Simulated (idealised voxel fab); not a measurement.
process module | voxel fin reveal
cross-section cut | 170 nm wide | cells 5 nm
A cross-section is a grid of square cells, given in bands from the top down. A band is one or more rows of cells.
Each band's line starts with the height of the band's top and of its bottom, in nm. Then come its materials from left to right, each with its width in nm. One material with "throughout" fills the band from edge to edge. "air" is empty space.
Height 0 is the level under which the wafer as received is all one material. The lowest band goes on downwards, as in "0 down".
A width such as "30 to 40" changes by the same amount from each row of cells to the next, from the band's top row to its bottom row.
"no change" after a step means that no cell of the cross-section changed.
closed voids: empty space of 8 cells or more with no open way to the top, each as width x height at its distance from the left edge, in nm
after a step's settings: what the simulator itself notes on the step
overlay nm, on a step with a mask: how far to the right of its planned place the mask lay; to the left if negative
plan
1 op RECEIVE | material Si
2 op CONFORMAL_DEP | material SiN | thk nm 5
3 op PATTERN | tone cover | mask id FINS | material resist | width nm 15 | pitch nm 35 | thk nm 15 | overlay nm 0
4 op DIRECTIONAL_ETCH | etch materials SiN | depth nm 5
5 op DIRECTIONAL_ETCH | etch materials Si | depth nm 40
6 op STRIP | etch materials resist
7 op OXIDIZE | depth nm 5
8 op FILL_DEP | material SiO2 | thk nm 5
9 op CMP | height nm 5
10 op SELECTIVE_ETCH | etch materials SiO2 | depth nm 30
11 op STRIP | etch materials SiN
12 op CONFORMAL_DEP | material HfO2 | thk nm 5
as received, after step 1
  0 down: Si throughout
  closed voids: none
a wafer at the end: this start, this plan, one mistake
  5 to 0: air 40 | HfO2 15 | air 20 | HfO2 15 | air 20 | HfO2 15 | air 45
  0 to -10: air 40 | HfO2 5 | Si 5 | HfO2 5 | air 20 | HfO2 5 | Si 5 | HfO2 5 | air 20 | HfO2 5 | Si 5 | HfO2 5 | air 45
  -10 to -15: HfO2 45 | Si 5 | HfO2 30 | Si 5 | HfO2 30 | Si 5 | HfO2 50
  -15 to -45: SiO2 45 | Si 5 | SiO2 30 | Si 5 | SiO2 30 | Si 5 | SiO2 50
  -45 down: Si throughout
  closed voids: none
what went wrong: step 10 ran as: op SELECTIVE_ETCH | etch materials SiO2 | depth nm 20
